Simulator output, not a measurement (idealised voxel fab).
Title: Process Module voxel transistor to metal
Shown is cross-section cut, with a width of 215 nm and square cells of size 5 nm.
We lay out every cross-section as a grid of square cells and spell it out in bands from the top down, where one band means one or more rows of cells.
Band entry format. Leading values: height of top, height of bottom, nm. Remainder: materials in left-to-right order, each with its width in nm. Special words: "edge to edge" on a single material, which then fills the band edge to edge; "empty", empty space.
It should be noted that heights are counted from 0, beneath which the wafer as supplied is of one material throughout, and that the lowest band possesses no lower boundary but continues downward, as written in "0 -> down".
Top row gets the first number, bottom row gets the second, and each row in between changes by the same step: that is how a band width like "30 to 40" works.
A step reported as "no alterations made" is a step in which no cell of the cross-section changed.
Closed empty spaces (no open way to the top) of 8 cells or more are what "Enclosed cavity list" lists, each as width x height at distance from the left edge, nm for all three.
On a step's line, text after the settings is the simulator commenting on that step.
Among the settings permitted on a step's line is "overlay nm"; applied to a step with a mask, it specifies the extent to which the mask lay to the right of its planned position, whereas a negative figure signifies a position to the left.
Each pair of cross-sections that follows straddles one process step: the one shows the state before the step, the other the state after it, down to the lowest band that changed and no further. The step in question, and its settings, are given under the pair. Note that a pair is not necessarily a continuation of the pair above it, since pairs can come from different runs of this module on the same starting wafer; it is a continuation only where its entry headed "Before-step section" says so.

BEFORE-STEP SECTION
* 45 -> 30  empty (80) | SiN (5) | SiO2 (5) | SiCN (35) | SiO2 (5) | SiN (5) | empty (80)
* 30 -> 5  empty (80) | SiN (5) | SiO2 (5) | polySi (35) | SiO2 (5) | SiN (5) | empty (80)
* 5 -> 0  SiO2 (55) | SiN (5) | empty (20) | SiN (5) | SiO2 (5) | polySi (35) | SiO2 (5) | SiN (5) | empty (30) | SiN (5) | SiO2 (45)
* 0 -> -5  SiO2 edge to edge
* -5 -> -30  SiO2 (55) | Si (115) | SiO2 (45)
* -30 -> down  Si edge to edge
* Enclosed cavity list: none

STRUCTURE AFTER STEP
* 45 -> 40  empty (80) | SiN (5) | empty (5) | SiCN (35) | empty (5) | SiN (5) | empty (80)
* 40 -> 30  empty (80) | SiN (5) | SiO2 (5) | SiCN (35) | SiO2 (5) | SiN (5) | empty (80)
* 30 -> 5  empty (80) | SiN (5) | SiO2 (5) | polySi (35) | SiO2 (5) | SiN (5) | empty (80)
* 5 -> 0  empty (55) | SiN (5) | empty (20) | SiN (5) | SiO2 (5) | polySi (35) | SiO2 (5) | SiN (5) | empty (30) | SiN (5) | empty (45)
* 0 -> -5  SiO2 (60) | empty (20) | SiO2 (55) | empty (30) | SiO2 (50)
* Everything below -5 is unchanged.
* Enclosed cavity list: none
Between before and after above, the operation and settings are DIRECTIONAL_ETCH (etch materials SiO2; depth nm 5)

Before-step section: it's just the after picture from the pair right above this one.

STRUCTURE AFTER STEP
* 45 -> 40  empty (80) | SiN (5) | empty (5) | SiCN (35) | empty (5) | SiN (5) | empty (80)
* 40 -> 30  empty (80) | SiN (5) | SiO2 (5) | SiCN (35) | SiO2 (5) | SiN (5) | empty (80)
* 30 -> 5  empty (80) | SiN (5) | SiO2 (5) | polySi (35) | SiO2 (5) | SiN (5) | empty (80)
* 5 -> 0  empty (55) | SiN (5) | empty (20) | SiN (5) | SiO2 (5) | polySi (35) | SiO2 (5) | SiN (5) | empty (30) | SiN (5) | empty (45)
* 0 -> -5  SiO2 (60) | empty (20) | SiO2 (55) | empty (30) | SiO2 (50)
* -5 -> -20  SiO2 (55) | Si (5) | empty (20) | Si (55) | empty (30) | Si (5) | SiO2 (45)
* Everything below -20 is unchanged.
* Enclosed cavity list: none
Between before and after above, the operation and settings are DIRECTIONAL_ETCH (etch materials Si; depth nm 15)

Before-step section: it's just the after picture from the pair right above this one.

STRUCTURE AFTER STEP
* 45 -> 40  empty (80) | SiN (5) | empty (5) | SiCN (35) | empty (5) | SiN (5) | empty (80)
* 40 -> 30  empty (80) | SiN (5) | SiO2 (5) | SiCN (35) | SiO2 (5) | SiN (5) | empty (80)
* 30 -> 15  empty (80) | SiN (5) | SiO2 (5) | polySi (35) | SiO2 (5) | SiN (5) | empty (80)
* 15 -> 5  empty (50) | pSi (30) | SiN (5) | SiO2 (5) | polySi (35) | SiO2 (5) | SiN (5) | pSi (40) | empty (40)
* 5 -> 0  empty (50) | pSi (5) | SiN (5) | pSi (20) | SiN (5) | SiO2 (5) | polySi (35) | SiO2 (5) | SiN (5) | pSi (30) | SiN (5) | pSi (5) | empty (40)
* 0 -> -5  SiO2 (60) | pSi (20) | SiO2 (55) | pSi (30) | SiO2 (50)
* -5 -> -20  SiO2 (55) | Si (5) | pSi (20) | Si (55) | pSi (30) | Si (5) | SiO2 (45)
* Everything below -20 is unchanged.
* Enclosed cavity list: none
Between before and after above, the operation and settings are EPI (material pSi; thk nm 20)

Before-step section: it's just the after picture from the pair right above this one.

STRUCTURE AFTER STEP
* 50 -> 45  SiO2 edge to edge
* 45 -> 30  SiO2 (80) | SiN (5) | SiO2 (5) | SiCN (35) | SiO2 (5) | SiN (5) | SiO2 (80)
* 30 -> 15  SiO2 (80) | SiN (5) | SiO2 (5) | polySi (35) | SiO2 (5) | SiN (5) | SiO2 (80)
* 15 -> 5  SiO2 (50) | pSi (30) | SiN (5) | SiO2 (5) | polySi (35) | SiO2 (5) | SiN (5) | pSi (40) | SiO2 (40)
* 5 -> 0  SiO2 (50) | pSi (5) | SiN (5) | pSi (20) | SiN (5) | SiO2 (5) | polySi (35) | SiO2 (5) | SiN (5) | pSi (30) | SiN (5) | pSi (5) | SiO2 (40)
* Everything below 0 is unchanged.
* Enclosed cavity list: none
Between before and after above, the operation and settings are FILL_DEP (material SiO2; thk nm 5)

Before-step section: it's just the after picture from the pair right above this one.

STRUCTURE AFTER STEP
* 30 -> 15  SiO2 (80) | SiN (5) | SiO2 (5) | polySi (35) | SiO2 (5) | SiN (5) | SiO2 (80)
* Everything below 15 is unchanged.
* Enclosed cavity list: none
Between before and after above, the operation and settings are CMP (height nm 30)

Before-step section: it's just the after picture from the pair right above this one.

STRUCTURE AFTER STEP
* 30 -> 15  SiO2 (80) | SiN (5) | SiO2 (5) | empty (35) | SiO2 (5) | SiN (5) | SiO2 (80)
* 15 -> 5  SiO2 (50) | pSi (30) | SiN (5) | SiO2 (5) | empty (35) | SiO2 (5) | SiN (5) | pSi (40) | SiO2 (40)
* 5 -> 0  SiO2 (50) | pSi (5) | SiN (5) | pSi (20) | SiN (5) | SiO2 (5) | empty (35) | SiO2 (5) | SiN (5) | pSi (30) | SiN (5) | pSi (5) | SiO2 (40)
* Everything below 0 is unchanged.
* Enclosed cavity list: none
Between before and after above, the operation and settings are STRIP (etch materials polySi)

Before-step section: it's just the after picture from the pair right above this one.

STRUCTURE AFTER STEP
* 30 -> 25  empty (80) | SiN (5) | empty (45) | SiN (5) | empty (80)
* 25 -> 15  SiO2 (80) | SiN (5) | empty (45) | SiN (5) | SiO2 (80)
* 15 -> 5  SiO2 (50) | pSi (30) | SiN (5) | empty (45) | SiN (5) | pSi (40) | SiO2 (40)
* 5 -> 0  SiO2 (50) | pSi (5) | SiN (5) | pSi (20) | SiN (5) | empty (45) | SiN (5) | pSi (30) | SiN (5) | pSi (5) | SiO2 (40)
* 0 -> -5  SiO2 (60) | pSi (20) | SiO2 (5) | empty (45) | SiO2 (5) | pSi (30) | SiO2 (50)
* Everything below -5 is unchanged.
* Enclosed cavity list: none
Between before and after above, the operation and settings are SELECTIVE_ETCH (etch materials SiO2; depth nm 5)

Before-step section: it's just the after picture from the pair right above this one.

STRUCTURE AFTER STEP
* 35 -> 30  empty (75) | HfO2 (15) | empty (35) | HfO2 (15) | empty (75)
* 30 -> 25  HfO2 (80) | SiN (5) | HfO2 (5) | empty (35) | HfO2 (5) | SiN (5) | HfO2 (80)
* 25 -> 15  SiO2 (80) | SiN (5) | HfO2 (5) | empty (35) | HfO2 (5) | SiN (5) | SiO2 (80)
* 15 -> 5  SiO2 (50) | pSi (30) | SiN (5) | HfO2 (5) | empty (35) | HfO2 (5) | SiN (5) | pSi (40) | SiO2 (40)
* 5 -> 0  SiO2 (50) | pSi (5) | SiN (5) | pSi (20) | SiN (5) | HfO2 (5) | empty (35) | HfO2 (5) | SiN (5) | pSi (30) | SiN (5) | pSi (5) | SiO2 (40)
* 0 -> -5  SiO2 (60) | pSi (20) | SiO2 (5) | HfO2 (45) | SiO2 (5) | pSi (30) | SiO2 (50)
* Everything below -5 is unchanged.
* Enclosed cavity list: none
Between before and after above, the operation and settings are CONFORMAL_DEP (material HfO2; thk nm 5)

Before-step section: it's just the after picture from the pair right above this one.

STRUCTURE AFTER STEP
* 40 -> 35  empty (70) | TiN (25) | empty (25) | TiN (25) | empty (70)
* 35 -> 30  TiN (75) | HfO2 (15) | TiN (5) | empty (25) | TiN (5) | HfO2 (15) | TiN (75)
* 30 -> 25  HfO2 (80) | SiN (5) | HfO2 (5) | TiN (5) | empty (25) | TiN (5) | HfO2 (5) | SiN (5) | HfO2 (80)
* 25 -> 15  SiO2 (80) | SiN (5) | HfO2 (5) | TiN (5) | empty (25) | TiN (5) | HfO2 (5) | SiN (5) | SiO2 (80)
* 15 -> 5  SiO2 (50) | pSi (30) | SiN (5) | HfO2 (5) | TiN (5) | empty (25) | TiN (5) | HfO2 (5) | SiN (5) | pSi (40) | SiO2 (40)
* 5 -> 0  SiO2 (50) | pSi (5) | SiN (5) | pSi (20) | SiN (5) | HfO2 (5) | TiN (35) | HfO2 (5) | SiN (5) | pSi (30) | SiN (5) | pSi (5) | SiO2 (40)
* Everything below 0 is unchanged.
* Enclosed cavity list: none
Between before and after above, the operation and settings are CONFORMAL_DEP (material TiN; thk nm 5)

Before-step section: it's just the after picture from the pair right above this one.

STRUCTURE AFTER STEP
* 45 -> 40  W edge to edge
* 40 -> 35  W (70) | TiN (25) | W (25) | TiN (25) | W (70)
* 35 -> 30  TiN (75) | HfO2 (15) | TiN (5) | W (25) | TiN (5) | HfO2 (15) | TiN (75)
* 30 -> 25  HfO2 (80) | SiN (5) | HfO2 (5) | TiN (5) | W (25) | TiN (5) | HfO2 (5) | SiN (5) | HfO2 (80)
* 25 -> 15  SiO2 (80) | SiN (5) | HfO2 (5) | TiN (5) | W (25) | TiN (5) | HfO2 (5) | SiN (5) | SiO2 (80)
* 15 -> 5  SiO2 (50) | pSi (30) | SiN (5) | HfO2 (5) | TiN (5) | W (25) | TiN (5) | HfO2 (5) | SiN (5) | pSi (40) | SiO2 (40)
* Everything below 5 is unchanged.
* Enclosed cavity list: none
Between before and after above, the operation and settings are FILL_DEP (material W; thk nm 5)

Before-step section: it's just the after picture from the pair right above this one.

STRUCTURE AFTER STEP
* 25 -> 15  SiO2 (80) | SiN (5) | HfO2 (5) | TiN (5) | W (25) | TiN (5) | HfO2 (5) | SiN (5) | SiO2 (80)
* Everything below 15 is unchanged.
* Enclosed cavity list: none
Between before and after above, the operation and settings are CMP (height nm 25)

Before-step section: it's just the after picture from the pair right above this one.

STRUCTURE AFTER STEP
* 35 -> 25  SiO2 edge to edge
* Everything below 25 is unchanged.
* Enclosed cavity list: none
Between before and after above, the operation and settings are DIRECTIONAL_DEP (material SiO2; thk nm 10)

Before-step section: it's just the after picture from the pair right above this one.

STRUCTURE AFTER STEP
* 35 -> 25  SiO2 (55) | empty (20) | SiO2 (65) | empty (20) | SiO2 (55)
* 25 -> 15  SiO2 (55) | empty (20) | SiO2 (5) | SiN (5) | HfO2 (5) | TiN (5) | W (25) | TiN (5) | HfO2 (5) | SiN (5) | SiO2 (5) | empty (20) | SiO2 (55)
* Everything below 15 is unchanged.
* Enclosed cavity list: none
Between before and after above, the operation and settings are MASKED_ETCH (tone open; mask id CONTACT; width nm 20; pitch nm 85; etch materials SiO2; depth nm 20; overlay nm 0)

Before-step section: it's just the after picture from the pair right above this one.

STRUCTURE AFTER STEP
* 40 -> 35  TiN (60) | empty (10) | TiN (75) | empty (10) | TiN (60)
* 35 -> 25  SiO2 (55) | TiN (5) | empty (10) | TiN (5) | SiO2 (65) | TiN (5) | empty (10) | TiN (5) | SiO2 (55)
* 25 -> 20  SiO2 (55) | TiN (5) | empty (10) | TiN (5) | SiO2 (5) | SiN (5) | HfO2 (5) | TiN (5) | W (25) | TiN (5) | HfO2 (5) | SiN (5) | SiO2 (5) | TiN (5) | empty (10) | TiN (5) | SiO2 (55)
* 20 -> 15  SiO2 (55) | TiN (20) | SiO2 (5) | SiN (5) | HfO2 (5) | TiN (5) | W (25) | TiN (5) | HfO2 (5) | SiN (5) | SiO2 (5) | TiN (20) | SiO2 (55)
* Everything below 15 is unchanged.
* Enclosed cavity list: none
Between before and after above, the operation and settings are CONFORMAL_DEP (material TiN; thk nm 5)

Before-step section: it's just the after picture from the pair right above this one.

STRUCTURE AFTER STEP
* 45 -> 40  W edge to edge
* 40 -> 35  TiN (60) | W (10) | TiN (75) | W (10) | TiN (60)
* 35 -> 25  SiO2 (55) | TiN (5) | W (10) | TiN (5) | SiO2 (65) | TiN (5) | W (10) | TiN (5) | SiO2 (55)
* 25 -> 20  SiO2 (55) | TiN (5) | W (10) | TiN (5) | SiO2 (5) | SiN (5) | HfO2 (5) | TiN (5) | W (25) | TiN (5) | HfO2 (5) | SiN (5) | SiO2 (5) | TiN (5) | W (10) | TiN (5) | SiO2 (55)
* Everything below 20 is unchanged.
* Enclosed cavity list: none
Between before and after above, the operation and settings are FILL_DEP (material W; thk nm 5)

Before-step section: it's just the after picture from the pair right above this one.

STRUCTURE AFTER STEP
* 35 -> 25  SiO2 (55) | TiN (5) | W (10) | TiN (5) | SiO2 (65) | TiN (5) | W (10) | TiN (5) | SiO2 (55)
* Everything below 25 is unchanged.
* Enclosed cavity list: none
Between before and after above, the operation and settings are CMP (height nm 35)

Before-step section: it's just the after picture from the pair right above this one.

STRUCTURE AFTER STEP
* 40 -> 35  TiN edge to edge
* Everything below 35 is unchanged.
* Enclosed cavity list: none
Between before and after above, the operation and settings are DIRECTIONAL_DEP (material TiN; thk nm 5)

Before-step section: it's just the after picture from the pair right above this one.

STRUCTURE AFTER STEP
* 55 -> 40  W edge to edge
* Everything below 40 is unchanged.
* Enclosed cavity list: none
Between before and after above, the operation and settings are DIRECTIONAL_DEP (material W; thk nm 15)

Before-step section: it's just the after picture from the pair right above this one.

STRUCTURE AFTER STEP
* 55 -> 40  empty (55) | W (20) | empty (65) | W (20) | empty (55)
* Everything below 40 is unchanged.
* Enclosed cavity list: none
Between before and after above, the operation and settings are MASKED_ETCH (tone cover; mask id METAL_1; width nm 20; pitch nm 85; etch materials W; depth nm 15; overlay nm 0)

Before-step section: it's just the after picture from the pair right above this one.

STRUCTURE AFTER STEP
* 55 -> 40  empty (55) | W (20) | empty (65) | W (20) | empty (55)
* 40 -> 35  empty (55) | TiN (20) | empty (65) | TiN (20) | empty (55)
* Everything below 35 is unchanged.
* Enclosed cavity list: none
Between before and after above, the operation and settings are MASKED_ETCH (tone cover; mask id METAL_1; width nm 20; pitch nm 85; etch materials TiN; depth nm 5; overlay nm 0)

Before-step section: it's just the after picture from the pair right above this one.

STRUCTURE AFTER STEP
* 60 -> 55  SiO2 edge to edge
* 55 -> 40  SiO2 (55) | W (20) | SiO2 (65) | W (20) | SiO2 (55)
* 40 -> 35  SiO2 (55) | TiN (20) | SiO2 (65) | TiN (20) | SiO2 (55)
* Everything below 35 is unchanged.
* Enclosed cavity list: none
Between before and after above, the operation and settings are FILL_DEP (material SiO2; thk nm 5)

Before-step section: it's just the after picture from the pair right above this one.

STRUCTURE AFTER STEP
* 55 -> 40  SiO2 (55) | W (20) | SiO2 (65) | W (20) | SiO2 (55)
* Everything below 40 is unchanged.
* Enclosed cavity list: none
Between before and after above, the operation and settings are CMP (height nm 55)

Before-step section: it's just the after picture from the pair right above this one.

STRUCTURE AFTER STEP
* 60 -> 55  SiN edge to edge
* Everything below 55 is unchanged.
* Enclosed cavity list: none
Between before and after above, the operation and settings are CONFORMAL_DEP (material SiN; thk nm 5)

BEFORE-STEP SECTION
* 30 -> 15  SiO2 (80) | SiN (5) | SiO2 (5) | polySi (35) | SiO2 (5) | SiN (5) | SiO2 (80)
* 15 -> 5  SiO2 (45) | pSi (35) | SiN (5) | SiO2 (5) | polySi (35) | SiO2 (5) | SiN (5) | pSi (35) | SiO2 (45)
* 5 -> 0  SiO2 (45) | pSi (5) | SiN (5) | pSi (25) | SiN (5) | SiO2 (5) | polySi (35) | SiO2 (5) | SiN (5) | pSi (25) | SiN (5) | pSi (5) | SiO2 (45)
* 0 -> -5  SiO2 (55) | pSi (25) | SiO2 (55) | pSi (25) | SiO2 (55)
* -5 -> -20  SiO2 (50) | Si (5) | pSi (25) | Si (55) | pSi (25) | Si (5) | SiO2 (50)
* -20 -> -30  SiO2 (50) | Si (115) | SiO2 (50)
* -30 -> down  Si edge to edge
* Enclosed cavity list: none

STRUCTURE AFTER STEP
* 30 -> 15  empty (80) | SiN (5) | empty (45) | SiN (5) | empty (80)
* 15 -> 5  empty (45) | pSi (35) | SiN (5) | empty (45) | SiN (5) | pSi (35) | empty (45)
* 5 -> 0  empty (45) | pSi (5) | SiN (5) | pSi (25) | SiN (5) | empty (45) | SiN (5) | pSi (25) | SiN (5) | pSi (5) | empty (45)
* 0 -> -5  empty (55) | pSi (25) | empty (55) | pSi (25) | empty (55)
* -5 -> -20  empty (50) | Si (5) | pSi (25) | Si (55) | pSi (25) | Si (5) | empty (50)
* -20 -> -30  empty (50) | Si (115) | empty (50)
* Everything below -30 is unchanged.
* Enclosed cavity list: none
Between before and after above, the operation and settings are STRIP (etch materials SiO2)

Before-step section: it's just the after picture from the pair right above this one.

STRUCTURE AFTER STEP
* 35 -> 30  empty (75) | HfO2 (15) | empty (35) | HfO2 (15) | empty (75)
* 30 -> 20  empty (75) | HfO2 (5) | SiN (5) | HfO2 (5) | empty (35) | HfO2 (5) | SiN (5) | HfO2 (5) | empty (75)
* 20 -> 15  empty (40) | HfO2 (40) | SiN (5) | HfO2 (5) | empty (35) | HfO2 (5) | SiN (5) | HfO2 (40) | empty (40)
* 15 -> 5  empty (40) | HfO2 (5) | pSi (35) | SiN (5) | HfO2 (5) | empty (35) | HfO2 (5) | SiN (5) | pSi (35) | HfO2 (5) | empty (40)
* 5 -> 0  empty (40) | HfO2 (5) | pSi (5) | SiN (5) | pSi (25) | SiN (5) | HfO2 (5) | empty (35) | HfO2 (5) | SiN (5) | pSi (25) | SiN (5) | pSi (5) | HfO2 (5) | empty (40)
* 0 -> -5  empty (40) | HfO2 (15) | pSi (25) | HfO2 (55) | pSi (25) | HfO2 (15) | empty (40)
* -5 -> -20  empty (45) | HfO2 (5) | Si (5) | pSi (25) | Si (55) | pSi (25) | Si (5) | HfO2 (5) | empty (45)
* -20 -> -25  empty (45) | HfO2 (5) | Si (115) | HfO2 (5) | empty (45)
* -25 -> -30  HfO2 (50) | Si (115) | HfO2 (50)
* Everything below -30 is unchanged.
* Enclosed cavity list: none
Between before and after above, the operation and settings are CONFORMAL_DEP (material HfO2; thk nm 5)

Before-step section: it's just the after picture from the pair right above this one.

STRUCTURE AFTER STEP
* 40 -> 35  empty (70) | TiN (25) | empty (25) | TiN (25) | empty (70)
* 35 -> 30  empty (70) | TiN (5) | HfO2 (15) | TiN (5) | empty (25) | TiN (5) | HfO2 (15) | TiN (5) | empty (70)
* 30 -> 20  empty (70 to 35) | TiN (5 to 40) | HfO2 (5) | SiN (5) | HfO2 (5) | TiN (5) | empty (25) | TiN (5) | HfO2 (5) | SiN (5) | HfO2 (5) | TiN (5 to 40) | empty (70 to 35)
* 20 -> 15  empty (35) | TiN (5) | HfO2 (40) | SiN (5) | HfO2 (5) | TiN (5) | empty (25) | TiN (5) | HfO2 (5) | SiN (5) | HfO2 (40) | TiN (5) | empty (35)
* 15 -> 5  empty (35) | TiN (5) | HfO2 (5) | pSi (35) | SiN (5) | HfO2 (5) | TiN (5) | empty (25) | TiN (5) | HfO2 (5) | SiN (5) | pSi (35) | HfO2 (5) | TiN (5) | empty (35)
* 5 -> 0  empty (35) | TiN (5) | HfO2 (5) | pSi (5) | SiN (5) | pSi (25) | SiN (5) | HfO2 (5) | TiN (35) | HfO2 (5) | SiN (5) | pSi (25) | SiN (5) | pSi (5) | HfO2 (5) | TiN (5) | empty (35)
* 0 -> -5  empty (35) | TiN (5) | HfO2 (15) | pSi (25) | HfO2 (55) | pSi (25) | HfO2 (15) | TiN (5) | empty (35)
* -5 -> -10  empty (35) | TiN (10) | HfO2 (5) | Si (5) | pSi (25) | Si (55) | pSi (25) | Si (5) | HfO2 (5) | TiN (10) | empty (35)
* -10 -> -20  empty (40) | TiN (5) | HfO2 (5) | Si (5) | pSi (25) | Si (55) | pSi (25) | Si (5) | HfO2 (5) | TiN (5) | empty (40)
* -20 -> -25  TiN (45) | HfO2 (5) | Si (115) | HfO2 (5) | TiN (45)
* Everything below -25 is unchanged.
* Enclosed cavity list: none
Between before and after above, the operation and settings are CONFORMAL_DEP (material TiN; thk nm 5)

Before-step section: it's just the after picture from the pair right above this one.

STRUCTURE AFTER STEP
* 45 -> 40  W edge to edge
* 40 -> 35  W (70) | TiN (25) | W (25) | TiN (25) | W (70)
* 35 -> 30  W (70) | TiN (5) | HfO2 (15) | TiN (5) | W (25) | TiN (5) | HfO2 (15) | TiN (5) | W (70)
* 30 -> 20  W (70 to 35) | TiN (5 to 40) | HfO2 (5) | SiN (5) | HfO2 (5) | TiN (5) | W (25) | TiN (5) | HfO2 (5) | SiN (5) | HfO2 (5) | TiN (5 to 40) | W (70 to 35)
* 20 -> 15  W (35) | TiN (5) | HfO2 (40) | SiN (5) | HfO2 (5) | TiN (5) | W (25) | TiN (5) | HfO2 (5) | SiN (5) | HfO2 (40) | TiN (5) | W (35)
* 15 -> 5  W (35) | TiN (5) | HfO2 (5) | pSi (35) | SiN (5) | HfO2 (5) | TiN (5) | W (25) | TiN (5) | HfO2 (5) | SiN (5) | pSi (35) | HfO2 (5) | TiN (5) | W (35)
* 5 -> 0  W (35) | TiN (5) | HfO2 (5) | pSi (5) | SiN (5) | pSi (25) | SiN (5) | HfO2 (5) | TiN (35) | HfO2 (5) | SiN (5) | pSi (25) | SiN (5) | pSi (5) | HfO2 (5) | TiN (5) | W (35)
* 0 -> -5  W (35) | TiN (5) | HfO2 (15) | pSi (25) | HfO2 (55) | pSi (25) | HfO2 (15) | TiN (5) | W (35)
* -5 -> -10  W (35) | TiN (10) | HfO2 (5) | Si (5) | pSi (25) | Si (55) | pSi (25) | Si (5) | HfO2 (5) | TiN (10) | W (35)
* -10 -> -20  W (40) | TiN (5) | HfO2 (5) | Si (5) | pSi (25) | Si (55) | pSi (25) | Si (5) | HfO2 (5) | TiN (5) | W (40)
* Everything below -20 is unchanged.
* Enclosed cavity list: none
Between before and after above, the operation and settings are FILL_DEP (material W; thk nm 5)

Before-step section: it's just the after picture from the pair right above this one.

STRUCTURE AFTER STEP
* 25 -> 15  W (35) | TiN (40 to 5) | HfO2 (5 to 40) | SiN (5) | HfO2 (5) | TiN (5) | W (25) | TiN (5) | HfO2 (5) | SiN (5) | HfO2 (5 to 40) | TiN (40 to 5) | W (35)
* Everything below 15 is unchanged.
* Enclosed cavity list: none
Between before and after above, the operation and settings are CMP (height nm 25)

Before-step section: it's just the after picture from the pair right above this one.

STRUCTURE AFTER STEP
* 35 -> 25  SiO2 edge to edge
* Everything below 25 is unchanged.
* Enclosed cavity list: none
Between before and after above, the operation and settings are DIRECTIONAL_DEP (material SiO2; thk nm 10)

Before-step section: it's just the after picture from the pair right above this one.

STRUCTURE AFTER STEP
* 35 -> 25  SiO2 (55) | empty (20) | SiO2 (65) | empty (20) | SiO2 (55)
* Everything below 25 is unchanged.
* Enclosed cavity list: none
Between before and after above, the operation and settings are MASKED_ETCH (tone open; mask id CONTACT; width nm 20; pitch nm 85; etch materials SiO2; depth nm 20; overlay nm 0)

Before-step section: it's just the after picture from the pair right above this one.

STRUCTURE AFTER STEP
* 40 -> 35  TiN (60) | empty (10) | TiN (75) | empty (10) | TiN (60)
* 35 -> 30  SiO2 (55) | TiN (5) | empty (10) | TiN (5) | SiO2 (65) | TiN (5) | empty (10) | TiN (5) | SiO2 (55)
* 30 -> 25  SiO2 (55) | TiN (20) | SiO2 (65) | TiN (20) | SiO2 (55)
* Everything below 25 is unchanged.
* Enclosed cavity list: none
Between before and after above, the operation and settings are CONFORMAL_DEP (material TiN; thk nm 5)

Before-step section: it's just the after picture from the pair right above this one.

STRUCTURE AFTER STEP
* 45 -> 40  W edge to edge
* 40 -> 35  TiN (60) | W (10) | TiN (75) | W (10) | TiN (60)
* 35 -> 30  SiO2 (55) | TiN (5) | W (10) | TiN (5) | SiO2 (65) | TiN (5) | W (10) | TiN (5) | SiO2 (55)
* Everything below 30 is unchanged.
* Enclosed cavity list: none
Between before and after above, the operation and settings are FILL_DEP (material W; thk nm 5)

Before-step section: it's just the after picture from the pair right above this one.

STRUCTURE AFTER STEP
* 35 -> 30  SiO2 (55) | TiN (5) | W (10) | TiN (5) | SiO2 (65) | TiN (5) | W (10) | TiN (5) | SiO2 (55)
* Everything below 30 is unchanged.
* Enclosed cavity list: none
Between before and after above, the operation and settings are CMP (height nm 35)

Before-step section: it's just the after picture from the pair right above this one.

STRUCTURE AFTER STEP
* 40 -> 35  TiN edge to edge
* Everything below 35 is unchanged.
* Enclosed cavity list: none
Between before and after above, the operation and settings are DIRECTIONAL_DEP (material TiN; thk nm 5)

Before-step section: it's just the after picture from the pair right above this one.

STRUCTURE AFTER STEP
* 55 -> 40  W edge to edge
* Everything below 40 is unchanged.
* Enclosed cavity list: none
Between before and after above, the operation and settings are DIRECTIONAL_DEP (material W; thk nm 15)

Before-step section: it's just the after picture from the pair right above this one.

STRUCTURE AFTER STEP
* 55 -> 40  empty (55) | W (20) | empty (65) | W (20) | empty (55)
* Everything below 40 is unchanged.
* Enclosed cavity list: none
Between before and after above, the operation and settings are MASKED_ETCH (tone cover; mask id METAL_1; width nm 20; pitch nm 85; etch materials W; depth nm 15; overlay nm 0)

Before-step section: it's just the after picture from the pair right above this one.

STRUCTURE AFTER STEP
* 55 -> 40  empty (55) | W (20) | empty (65) | W (20) | empty (55)
* 40 -> 35  empty (55) | TiN (20) | empty (65) | TiN (20) | empty (55)
* Everything below 35 is unchanged.
* Enclosed cavity list: none
Between before and after above, the operation and settings are MASKED_ETCH (tone cover; mask id METAL_1; width nm 20; pitch nm 85; etch materials TiN; depth nm 5; overlay nm 0)

Before-step section: it's just the after picture from the pair right above this one.

STRUCTURE AFTER STEP
* 60 -> 55  SiO2 edge to edge
* 55 -> 40  SiO2 (55) | W (20) | SiO2 (65) | W (20) | SiO2 (55)
* 40 -> 35  SiO2 (55) | TiN (20) | SiO2 (65) | TiN (20) | SiO2 (55)
* Everything below 35 is unchanged.
* Enclosed cavity list: none
Between before and after above, the operation and settings are FILL_DEP (material SiO2; thk nm 5)

Before-step section: it's just the after picture from the pair right above this one.

STRUCTURE AFTER STEP
* 55 -> 40  SiO2 (55) | W (20) | SiO2 (65) | W (20) | SiO2 (55)
* Everything below 40 is unchanged.
* Enclosed cavity list: none
Between before and after above, the operation and settings are CMP (height nm 55)

Before-step section: it's just the after picture from the pair right above this one.

STRUCTURE AFTER STEP
* 60 -> 55  SiN edge to edge
* Everything below 55 is unchanged.
* Enclosed cavity list: none
Between before and after above, the operation and settings are CONFORMAL_DEP (material SiN; thk nm 5)

BEFORE-STEP SECTION
* 30 -> 15  aC edge to edge
* 15 -> 5  SiN edge to edge
* 5 -> 0  SiO2 edge to edge
* 0 -> down  Si edge to edge
* Enclosed cavity list: none

STRUCTURE AFTER STEP
* 60 -> 30  resist (50) | empty (115) | resist (50)
* Everything below 30 is unchanged.
* Enclosed cavity list: none
Between before and after above, the operation and settings are PATTERN (tone open; mask id ACTIVE; material resist; width nm 115; thk nm 30; overlay nm 0)

Before-step section: it's just the after picture from the pair right above this one.

STRUCTURE AFTER STEP
* 45 -> 30  resist (50) | empty (115) | resist (50)
* 30 -> 15  aC (50) | empty (115) | aC (50)
* Everything below 15 is unchanged.
* Enclosed cavity list: none
Between before and after above, the operation and settings are DIRECTIONAL_ETCH (etch materials aC; depth nm 15)

Before-step section: it's just the after picture from the pair right above this one.

STRUCTURE AFTER STEP
* 30 -> 15  aC (50) | empty (115) | aC (50)
* Everything below 15 is unchanged.
* Enclosed cavity list: none
Between before and after above, the operation and settings are STRIP (etch materials resist)

Before-step section: it's just the after picture from the pair right above this one.

STRUCTURE AFTER STEP
* 30 -> 15  aC (50) | empty (115) | aC (50)
* 15 -> 5  SiN (50) | empty (115) | SiN (50)
* Everything below 5 is unchanged.
* Enclosed cavity list: none
Between before and after above, the operation and settings are DIRECTIONAL_ETCH (etch materials SiN; depth nm 10)

Before-step section: it's just the after picture from the pair right above this one.

STRUCTURE AFTER STEP
* 30 -> 15  aC (50) | empty (115) | aC (50)
* 15 -> 5  SiN (50) | empty (115) | SiN (50)
* 5 -> 0  SiO2 (50) | empty (115) | SiO2 (50)
* Everything below 0 is unchanged.
* Enclosed cavity list: none
Between before and after above, the operation and settings are DIRECTIONAL_ETCH (etch materials SiO2; depth nm 5)

Before-step section: it's just the after picture from the pair right above this one.

STRUCTURE AFTER STEP
* 30 -> 15  aC (50) | empty (115) | aC (50)
* 15 -> 5  SiN (50) | empty (115) | SiN (50)
* 5 -> 0  SiO2 (50) | empty (115) | SiO2 (50)
* 0 -> -30  Si (50) | empty (115) | Si (50)
* Everything below -30 is unchanged.
* Enclosed cavity list: none
Between before and after above, the operation and settings are DIRECTIONAL_ETCH (etch materials Si; depth nm 30)

Before-step section: it's just the after picture from the pair right above this one.

STRUCTURE AFTER STEP
* 15 -> 5  SiN (50) | empty (115) | SiN (50)
* Everything below 5 is unchanged.
* Enclosed cavity list: none
Between before and after above, the operation and settings are STRIP (etch materials aC)

Before-step section: it's just the after picture from the pair right above this one.

STRUCTURE AFTER STEP
* 25 -> 15  SiO2 edge to edge
* 15 -> 5  SiN (50) | SiO2 (115) | SiN (50)
* 5 -> 0  SiO2 edge to edge
* 0 -> -30  Si (50) | SiO2 (115) | Si (50)
* Everything below -30 is unchanged.
* Enclosed cavity list: none
Between before and after above, the operation and settings are FILL_DEP (material SiO2; thk nm 10)
